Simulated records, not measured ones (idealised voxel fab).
The following process module bears the name voxel trench capacitor.
Cross-sectional view cut (width: 265 nm; square cell size: 5 nm).
When this document writes out a cross-section, it uses a grid of square cells and lists it as bands, beginning at the top and moving down, with a band standing for one or more rows of cells. Look at the band entry: it leads with the top's height and the bottom's height in nm. Then it lists the materials left to right, with a width in nm for each. The word "all across" on a single material says that material fills the band edge to edge. The word "air" is empty space. We count height from 0. Below that, the starting wafer is all one material. The lowest band never ends at the bottom but goes on down; see "0 and below" for how that is written. It should be noted that a width expressed as "30->40" varies in equal increments from row to row of cells within the band, taking the value of the first number at the top row and that of the second number at the bottom row. Where a step carries "no modification", the cross-section came out of it unchanged, cell for cell. For the entry "Unvented cavities", the listed items are empty spaces with no open way to the top whose size is 8 cells or more; each item follows the pattern width x height at distance, where distance is from the left edge and all three are in nm. Note: text after step settings on the step line = simulator remark on that step. "overlay nm" on a masked step: distance the mask lay right of its planned place, negative for left.
So here's the lineup of process steps we planned
| 1 | RECEIVE, material Si |
| 2 | CONFORMAL_DEP, material SiN, thk nm 5 |
| 3 | MASKED_ETCH, tone open, mask id TRENCH, width nm 25, pitch nm 45, etch materials SiN, depth nm 5, overlay nm 0 |
| 4 | MASKED_ETCH, tone open, mask id TRENCH, width nm 25, pitch nm 45, etch materials Si, depth nm 30, overlay nm 0 |
| 5 | CONFORMAL_DEP, material HfO2, thk nm 5 |
| 6 | CONFORMAL_DEP, material TiN, thk nm 5 |
| 7 | FILL_DEP, material W, thk nm 5 |
| 8 | CMP, height nm 5 |
As received (post step 1): cross-section
- 0 and below | Si all across
- Unvented cavities: none
Cross-section taken at module completion on the first of two wafers; processed per the plan
- 5 down to 0 | 75 nm SiN, then 5 nm HfO2, then 5 nm TiN, then 5 nm W, then 5 nm TiN, then 5 nm HfO2, then 20 nm SiN, then 5 nm HfO2, then 5 nm TiN, then 5 nm W, then 5 nm TiN, then 5 nm HfO2, then 20 nm SiN, then 5 nm HfO2, then 5 nm TiN, then 5 nm W, then 5 nm TiN, then 5 nm HfO2, then 75 nm SiN
- 0 down to -20 | 75 nm Si, then 5 nm HfO2, then 5 nm TiN, then 5 nm W, then 5 nm TiN, then 5 nm HfO2, then 20 nm Si, then 5 nm HfO2, then 5 nm TiN, then 5 nm W, then 5 nm TiN, then 5 nm HfO2, then 20 nm Si, then 5 nm HfO2, then 5 nm TiN, then 5 nm W, then 5 nm TiN, then 5 nm HfO2, then 75 nm Si
- -20 down to -25 | 75 nm Si, then 5 nm HfO2, then 15 nm TiN, then 5 nm HfO2, then 20 nm Si, then 5 nm HfO2, then 15 nm TiN, then 5 nm HfO2, then 20 nm Si, then 5 nm HfO2, then 15 nm TiN, then 5 nm HfO2, then 75 nm Si
- -25 down to -30 | 75 nm Si, then 25 nm HfO2, then 20 nm Si, then 25 nm HfO2, then 20 nm Si, then 25 nm HfO2, then 75 nm Si
- -30 and below | Si all across
- Unvented cavities: none
Here is the second of the two wafers cut open at the end of the module - same start, same plan as the first one, but we made one mistake running it
- 5 down to 0 | HfO2 all across
- 0 and below | Si all across
- Unvented cavities: none
Nonconformance to the process plan: it should be noted that step 2 was executed with settings other than those planned, the operation and settings actually applied being CONFORMAL_DEP, material HfO2, thk nm 5
It is noted that, at the conclusion of processing, the second wafer exhibits a higher or lower cell count for certain materials relative to the first: HfO2: 2 more | Si: 90 more | SiN: 38 fewer | TiN: 39 fewer | W: 15 fewer
